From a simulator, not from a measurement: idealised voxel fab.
Herein follows the process module entitled voxel gate over fins.
Section cut is 230 nm wide and gridded with 5 nm square cells.
Cross-section = grid of square cells, listed top down in bands; band = one or more rows. Heads up on the band format: heights come first, top then bottom, in nm. After that it's the materials left to right, each with its width in nm. A single material flagged "throughout" fills the whole band edge to edge, and "blank" means there's empty space there. Measure heights from 0. That's the level where, below it, the as-received wafer is all one material. The lowest band is bottomless and extends downward; write it as in "0 down". So if you see something like "30->40" for the width, read it as the top row of the band sitting at the first number and the bottom row at the second, with every row in between moving by the same amount as the last. The cross-section has no changed cell in any step marked "nothing changed". Look at "Closed voids list" for the closed voids: empty spaces with no open path to the top, sized 8 cells or up. Each is width x height at distance, distance from the left edge, all nm. On a step's line, text after the settings is the simulator commenting on that step. If you see "overlay nm" on a step's line and that step has a mask, it's telling you how far right of where it was planned the mask ended up; a negative number means it went left instead.
Listed below are the process steps as planned:
- 1: RECEIVE, material Si
- 2: CONFORMAL_DEP, material SiN, thk nm 10
- 3: MASKED_ETCH, tone cover, mask id FINS, width nm 15, pitch nm 40, etch materials SiN, depth nm 10, overlay nm 0
- 4: MASKED_ETCH, tone cover, mask id FINS, width nm 15, pitch nm 40, etch materials Si, depth nm 30, overlay nm 0
- 5: OXIDIZE, depth nm 5
- 6: FILL_DEP, material SiO2, thk nm 5
- 7: CMP, height nm 10
- 8: SELECTIVE_ETCH, etch materials SiO2, depth nm 25
- 9: STRIP, etch materials SiN
- 10: CONFORMAL_DEP, material HfO2, thk nm 5
- 11: CONFORMAL_DEP, material TiN, thk nm 5
- 12: FILL_DEP, material W, thk nm 10
- 13: CMP, height nm 15
- 14: CONFORMAL_DEP, material SiCN, thk nm 10
First wafer out of two, processed as planned:
As received (post step 1): cross-section:
* 0 down = Si throughout
* Closed voids list: none
Step 2 done - wafer cross-section:
* 10 to 0 = SiN throughout
* Rest of section, below 0: as before.
Step 3 done - wafer cross-section:
* 10 to 0 = blank (85); SiN (15); blank (25); SiN (15); blank (90)
* Rest of section, below 0: as before.
Step 4 done - wafer cross-section:
* 10 to 0 = blank (85); SiN (15); blank (25); SiN (15); blank (90)
* 0 to -30 = blank (85); Si (15); blank (25); Si (15); blank (90)
* Rest of section, below -30: as before.
Step 5 done - wafer cross-section:
* 10 to 0 = blank (85); SiN (15); blank (25); SiN (15); blank (90)
* 0 to -30 = blank (85); SiO2 (5); Si (5); SiO2 (5); blank (25); SiO2 (5); Si (5); SiO2 (5); blank (90)
* -30 to -35 = SiO2 (90); Si (5); SiO2 (35); Si (5); SiO2 (95)
* Rest of section, below -35: as before.
Step 6 done - wafer cross-section:
* 15 to 10 = SiO2 throughout
* 10 to 0 = SiO2 (85); SiN (15); SiO2 (25); SiN (15); SiO2 (90)
* 0 to -35 = SiO2 (90); Si (5); SiO2 (35); Si (5); SiO2 (95)
* Rest of section, below -35: as before.
Step 7 done - wafer cross-section:
* 10 to 0 = SiO2 (85); SiN (15); SiO2 (25); SiN (15); SiO2 (90)
* Rest of section, below 0: as before.
Step 8 done - wafer cross-section:
* 10 to 0 = blank (85); SiN (15); blank (25); SiN (15); blank (90)
* 0 to -15 = blank (90); Si (5); blank (35); Si (5); blank (95)
* Rest of section, below -15: as before.
Step 9 done - wafer cross-section:
* 0 to -15 = blank (90); Si (5); blank (35); Si (5); blank (95)
* Rest of section, below -15: as before.
Step 10 done - wafer cross-section:
* 5 to 0 = blank (85); HfO2 (15); blank (25); HfO2 (15); blank (90)
* 0 to -10 = blank (85); HfO2 (5); Si (5); HfO2 (5); blank (25); HfO2 (5); Si (5); HfO2 (5); blank (90)
* -10 to -15 = HfO2 (90); Si (5); HfO2 (35); Si (5); HfO2 (95)
* Rest of section, below -15: as before.
Step 11 done - wafer cross-section:
* 10 to 5 = blank (80); TiN (25); blank (15); TiN (25); blank (85)
* 5 to 0 = blank (80); TiN (5); HfO2 (15); TiN (5); blank (15); TiN (5); HfO2 (15); TiN (5); blank (85)
* 0 to -5 = blank (80); TiN (5); HfO2 (5); Si (5); HfO2 (5); TiN (5); blank (15); TiN (5); HfO2 (5); Si (5); HfO2 (5); TiN (5); blank (85)
* -5 to -10 = TiN (85); HfO2 (5); Si (5); HfO2 (5); TiN (25); HfO2 (5); Si (5); HfO2 (5); TiN (90)
* Rest of section, below -10: as before.
Step 12 done - wafer cross-section:
* 20 to 10 = W throughout
* 10 to 5 = W (80); TiN (25); W (15); TiN (25); W (85)
* 5 to 0 = W (80); TiN (5); HfO2 (15); TiN (5); W (15); TiN (5); HfO2 (15); TiN (5); W (85)
* 0 to -5 = W (80); TiN (5); HfO2 (5); Si (5); HfO2 (5); TiN (5); W (15); TiN (5); HfO2 (5); Si (5); HfO2 (5); TiN (5); W (85)
* Rest of section, below -5: as before.
Step 13 done - wafer cross-section:
* 15 to 10 = W throughout
* Rest of section, below 10: as before.
Step 14 done - wafer cross-section:
* 25 to 15 = SiCN throughout
* Rest of section, below 15: as before.
The second wafer: identical to the first at the outset and in its planned sequence, differing only in that one mistake was made during processing; up to and including step 3, its path is the first wafer's path:
Second wafer, section view, time point: scheduled end of step 4:
* 10 to 0 = blank (85); SiN (15); blank (25); SiN (15); blank (90)
* 0 to -20 = blank (85); Si (15); blank (25); Si (15); blank (90)
* Rest of section, below -20: as before.
Second wafer, section view, time point: scheduled end of step 5:
* 10 to 0 = blank (85); SiN (15); blank (25); SiN (15); blank (90)
* 0 to -20 = blank (85); SiO2 (5); Si (5); SiO2 (5); blank (25); SiO2 (5); Si (5); SiO2 (5); blank (90)
* -20 to -25 = SiO2 (90); Si (5); SiO2 (35); Si (5); SiO2 (95)
* Rest of section, below -25: as before.
Second wafer, section view, time point: scheduled end of step 6:
* 15 to 10 = SiO2 throughout
* 10 to 0 = SiO2 (85); SiN (15); SiO2 (25); SiN (15); SiO2 (90)
* 0 to -25 = SiO2 (90); Si (5); SiO2 (35); Si (5); SiO2 (95)
* Rest of section, below -25: as before.
Second wafer, section view, time point: scheduled end of step 7:
* 10 to 0 = SiO2 (85); SiN (15); SiO2 (25); SiN (15); SiO2 (90)
* Rest of section, below 0: as before.
Second wafer, section view, time point: scheduled end of step 8:
* 10 to 0 = blank (85); SiN (15); blank (25); SiN (15); blank (90)
* 0 to -15 = blank (90); Si (5); blank (35); Si (5); blank (95)
* Rest of section, below -15: as before.
Second wafer, section view, time point: scheduled end of step 9:
* 0 to -15 = blank (90); Si (5); blank (35); Si (5); blank (95)
* Rest of section, below -15: as before.
Second wafer, section view, time point: scheduled end of step 10:
* 5 to 0 = blank (85); HfO2 (15); blank (25); HfO2 (15); blank (90)
* 0 to -10 = blank (85); HfO2 (5); Si (5); HfO2 (5); blank (25); HfO2 (5); Si (5); HfO2 (5); blank (90)
* -10 to -15 = HfO2 (90); Si (5); HfO2 (35); Si (5); HfO2 (95)
* Rest of section, below -15: as before.
Second wafer, section view, time point: scheduled end of step 11:
* 10 to 5 = blank (80); TiN (25); blank (15); TiN (25); blank (85)
* 5 to 0 = blank (80); TiN (5); HfO2 (15); TiN (5); blank (15); TiN (5); HfO2 (15); TiN (5); blank (85)
* 0 to -5 = blank (80); TiN (5); HfO2 (5); Si (5); HfO2 (5); TiN (5); blank (15); TiN (5); HfO2 (5); Si (5); HfO2 (5); TiN (5); blank (85)
* -5 to -10 = TiN (85); HfO2 (5); Si (5); HfO2 (5); TiN (25); HfO2 (5); Si (5); HfO2 (5); TiN (90)
* Rest of section, below -10: as before.
Second wafer, section view, time point: scheduled end of step 12:
* 20 to 10 = W throughout
* 10 to 5 = W (80); TiN (25); W (15); TiN (25); W (85)
* 5 to 0 = W (80); TiN (5); HfO2 (15); TiN (5); W (15); TiN (5); HfO2 (15); TiN (5); W (85)
* 0 to -5 = W (80); TiN (5); HfO2 (5); Si (5); HfO2 (5); TiN (5); W (15); TiN (5); HfO2 (5); Si (5); HfO2 (5); TiN (5); W (85)
* Rest of section, below -5: as before.
Second wafer, section view, time point: scheduled end of step 13:
* 15 to 10 = W throughout
* Rest of section, below 10: as before.
Second wafer, section view, time point: scheduled end of step 14:
* 25 to 15 = SiCN throughout
* Rest of section, below 15: as before.
what went wrong: step 4 ran with different settings than intended, the actual operation and settings being MASKED_ETCH, tone cover, mask id FINS, width nm 15, pitch nm 40, etch materials Si, depth nm 20, overlay nm 0
Count the cells at the end and the second wafer has more or fewer of some materials than the first: Si: 88 more | SiO2: 88 fewer
